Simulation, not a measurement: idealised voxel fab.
voxel air gaps: a process module
Section shown: cut. Width: 250 nm. Cell size: 5 nm, square.
For the purposes of this document, a cross-section shall be understood as a grid of square cells, specified as bands listed in top-to-bottom order, each band consisting of one or more rows of cells. Within each band entry, the heights of the top and of the bottom of the band appear first, in that order and in nm; the materials of the band then follow from left to right, each with its corresponding width in nm. The designation "everywhere" on a single material indicates that it fills the band from edge to edge; the designation "blank" indicates empty space. Heights are expressed relative to 0, this being the level below which the as-received wafer comprises one material exclusively. The lowest band is unbounded in the downward direction and is denoted as in "z 0 and below". Read "30..40" as a graded width: first number on top, second number at the bottom, same change between each pair of neighbouring rows. "nothing was modified" after a step means that no cell of the cross-section changed. "Closed cavities" specifies each empty space that is not open to the top and that occupies no fewer than 8 cells, using the form width x height at distance, the distance measured from the left edge and all three quantities in nm. after a step's settings: what the simulator itself notes on the step. "overlay nm" answers the question of how far to the right of plan the mask lay on a step that has a mask, and when it is negative the answer is to the left.

**List of planned process steps**
step 1: RECEIVE [material Si]
step 2: CONFORMAL_DEP [material SiO2] [thk nm 10]
step 3: CONFORMAL_DEP [material SiN] [thk nm 5]
step 4: DIRECTIONAL_DEP [material lowk] [thk nm 30]
step 5: DIRECTIONAL_DEP [material aC] [thk nm 15]
step 6: PATTERN [tone open] [mask id LINES] [material resist] [width nm 15] [pitch nm 40] [thk nm 35] [overlay nm 0]
step 7: DIRECTIONAL_ETCH [etch materials aC] [depth nm 15]
step 8: STRIP [etch materials resist]
step 9: DIRECTIONAL_ETCH [etch materials lowk] [depth nm 30]
step 10: STRIP [etch materials aC]
step 11: CONFORMAL_DEP [material TiN] [thk nm 5]
step 12: FILL_DEP [material Cu] [thk nm 5]
step 13: CMP [height nm 45]
step 14: EPI [material Ru] [thk nm 10]
step 15: SELECTIVE_ETCH [etch materials lowk] [depth nm 40]
step 16: CONFORMAL_DEP [material SiN] [thk nm 5]

**Wafer as received: cross-section following step 1**
z 0 and below: Si everywhere
Closed cavities: none

**Starting structure and process plan are as shown above, but one mistake was made in running the module; the wafer cross-section at the end of the module follows**
z 60 to 55: blank=50 | SiN=165 | blank=35
z 55 to 45: blank=50 | SiN=5 | Ru=35 | SiN=5 | Ru=35 | SiN=5 | Ru=35 | SiN=5 | Ru=35 | SiN=5 | blank=35
z 45 to 40: blank=50 | SiN=15 | TiN=5 | Cu=5 | TiN=5 | SiN=25 | TiN=5 | Cu=5 | TiN=5 | SiN=25 | TiN=5 | Cu=5 | TiN=5 | SiN=25 | TiN=5 | Cu=5 | TiN=5 | SiN=15 | blank=35
z 40 to 20: blank=60 | SiN=5 | TiN=5 | Cu=5 | TiN=5 | SiN=5 | blank=15 | SiN=5 | TiN=5 | Cu=5 | TiN=5 | SiN=5 | blank=15 | SiN=5 | TiN=5 | Cu=5 | TiN=5 | SiN=5 | blank=15 | SiN=5 | TiN=5 | Cu=5 | TiN=5 | SiN=5 | blank=45
z 20 to 15: SiN=65 | TiN=15 | SiN=25 | TiN=15 | SiN=25 | TiN=15 | SiN=25 | TiN=15 | SiN=50
z 15 to 10: SiN everywhere
z 10 to 0: SiO2 everywhere
z 0 and below: Si everywhere
Closed cavities: 15 x 20 at 85; 15 x 20 at 125; 15 x 20 at 165
Error vs. plan: step 6 went in with a setting other than planned; the actual run was PATTERN [tone open] [mask id LINES] [material resist] [width nm 15] [pitch nm 40] [thk nm 35] [overlay nm 10]
